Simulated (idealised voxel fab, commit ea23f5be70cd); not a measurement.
The process module that follows is named voxel ribs on slabs.
Cross-section cut: width 285 nm, square cells of 5 nm.
When this document writes out a cross-section, it uses a grid of square cells and lists it as bands, beginning at the top and moving down, with a band standing for one or more rows of cells.
For a band, the entry starts with two heights in nm, that of the top and then that of the bottom, and carries on with the band's materials in order from left to right, each alongside its width in nm; the word "all across" beside a single material means it fills the band edge to edge, and "blank" means empty space.
Height 0 is the level under which the wafer as received is all one material. The lowest band goes on downwards, as in "0 -> down".
A width given as "30 to 40" starts at the first number in the band's top row and ends at the second number in its bottom row, shifting by an equal amount at every step from row to row.
Where a step carries "no alterations made", the cross-section came out of it unchanged, cell for cell.
"Enclosed voids": sealed empty spaces, 8 cells or more, no open way to top, listed width x height at distance, with distance from the left edge and width, height and distance in nm.
On each step's line, the part that comes after the settings is the simulator's own comment on the step.
If you see "overlay nm" on a step's line and that step has a mask, it's telling you how far right of where it was planned the mask ended up; a negative number means it went left instead.

The following list gives the planned process steps:
1: RECEIVE (material Si)
2: DIRECTIONAL_DEP (material SiO2; thk nm 25)
3: DIRECTIONAL_DEP (material SiN; thk nm 20)
4: DIRECTIONAL_DEP (material aC; thk nm 5)
5: PATTERN (tone cover; mask id RIB; material resist; width nm 25; thk nm 25; overlay nm 0)
6: DIRECTIONAL_ETCH (etch materials aC; depth nm 10)
7: STRIP (etch materials resist)
8: DIRECTIONAL_ETCH (etch materials SiN; depth nm 5)
9: STRIP (etch materials aC)
10: DIRECTIONAL_DEP (material aC; thk nm 10)
11: PATTERN (tone cover; mask id SLAB; material resist; width nm 55; thk nm 30; overlay nm 0)
12: DIRECTIONAL_ETCH (etch materials aC; depth nm 10)
13: STRIP (etch materials resist)
14: DIRECTIONAL_ETCH (etch materials SiN; depth nm 15)
15: STRIP (etch materials aC)
16: FILL_DEP (material SiO2; thk nm 15)
17: CMP (height nm 55)
18: DIRECTIONAL_DEP (material W; thk nm 5)
19: PATTERN (tone cover; mask id HEATER; material resist; width nm 35; thk nm 20; overlay nm 0)
20: DIRECTIONAL_ETCH (etch materials W; depth nm 5)
21: STRIP (etch materials resist)
22: CONFORMAL_DEP (material SiO2; thk nm 5)
Be aware that, although all wafers share a common starting state, the thk nm at step 4 differs among them, and the plan displays the first wafer's value.

Cross-section, first of several wafers, as delivered after step 1:
* 0 -> down = Si all across
* Enclosed voids: none

Below: a row per wafer. Contents at end of module: for every material, cells gained since receipt (+) or lost since receipt (-); then closed voids:
thk nm 5; +38 SiN; +648 SiO2; +7 W; Enclosed voids: none
thk nm 10; +38 SiN; +648 SiO2; +7 W; Enclosed voids: none
thk nm 15; +90 SiN; +596 SiO2; +7 W; Enclosed voids: none
thk nm 20; +90 SiN; +596 SiO2; +7 W; Enclosed voids: none
thk nm 25; +90 SiN; +596 SiO2; +7 W; Enclosed voids: none
